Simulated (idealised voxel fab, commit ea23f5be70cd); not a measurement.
The name of this process module is voxel fin reveal.
Pictured: cross-section cut, 230 nm wide, on a grid of 5 nm square cells.
Cross-section format: a grid of square cells, given as bands from top to bottom; each band is one or more rows of cells.
Basically the band line says how high the top is and how high the bottom is, in nm, and then what's in it from left to right, every material with its width in nm. Empty space shows up as "air", and if a single material carries "full width" it runs the full band edge to edge.
Note: height 0 marks the level under which the wafer is uniformly one material as received. Lowest band unbounded below, written "0 down".
Read "30..40" as a graded width: first number on top, second number at the bottom, same change between each pair of neighbouring rows.
Basically "remained the same" means that step didn't change any cell in the cross-section.
"Fully sealed cavities" contains a list of empty spaces, each no smaller than 8 cells and without an open way to the top, written in the form width x height at distance with the distance from the left edge and all three in nm.
Whatever follows a step's settings on its line is a remark the simulator itself makes about that step.
Each step line may optionally specify "overlay nm", which for a step with a mask gives the rightward distance between the mask's planned place and where it lay, a negative value indicating the leftward direction.
### Planned process steps
1) RECEIVE,material Si
2) CONFORMAL_DEP,material SiN,thk nm 5
3) DIRECTIONAL_DEP,material aC,thk nm 5
4) PATTERN,tone cover,mask id FINS,material resist,width nm 15,pitch nm 35,thk nm 35,overlay nm 0
5) DIRECTIONAL_ETCH,etch materials aC,depth nm 15
6) STRIP,etch materials resist
7) DIRECTIONAL_ETCH,etch materials SiN,depth nm 5
8) DIRECTIONAL_ETCH,etch materials Si,depth nm 30
9) STRIP,etch materials aC
10) FILL_DEP,material SiO2,thk nm 10
11) CMP,height nm 5
12) SELECTIVE_ETCH,etch materials SiO2,depth nm 25
13) STRIP,etch materials SiN
14) CONFORMAL_DEP,material HfO2,thk nm 5
The thk nm used in step 3 is not the same on every wafer, whereas the starting condition is; the value printed in the plan is the first wafer's.
### As received, i.e. after step 1: cross-section through the first of several wafers
  0 down = Si full width
  Fully sealed cavities: none
### First of several wafers, sectioned at end of module (last step: step 14)
  5 to 0 = air 65, then HfO2 25, then air 10, then HfO2 25, then air 10, then HfO2 25, then air 70
  0 to -15 = air 65, then HfO2 5, then Si 15, then HfO2 5, then air 10, then HfO2 5, then Si 15, then HfO2 5, then air 10, then HfO2 5, then Si 15, then HfO2 5, then air 70
  -15 to -20 = HfO2 70, then Si 15, then HfO2 20, then Si 15, then HfO2 20, then Si 15, then HfO2 75
  -20 to -30 = SiO2 70, then Si 15, then SiO2 20, then Si 15, then SiO2 20, then Si 15, then SiO2 75
  -30 down = Si full width
  Fully sealed cavities: none
### Here we cross-sectioned the last of the wafers once the module was done
  5 to 0 = HfO2 full width
  0 down = Si full width
  Fully sealed cavities: none
### Every row in this table is a wafer at the end of the module, and it gives, for each of the materials, the cells that wafer has gained (+) or lost (-) since it was received, then its closed voids
thk nm 5 | +70 HfO2 | -222 Si | +74 SiO2 | Fully sealed cavities: none
thk nm 10 | +70 HfO2 | -222 Si | +74 SiO2 | Fully sealed cavities: none
thk nm 15 | +70 HfO2 | -222 Si | +74 SiO2 | Fully sealed cavities: none
thk nm 20 | +46 HfO2 | Fully sealed cavities: none
thk nm 25 | +46 HfO2 | Fully sealed cavities: none
thk nm 30 | +46 HfO2 | Fully sealed cavities: none
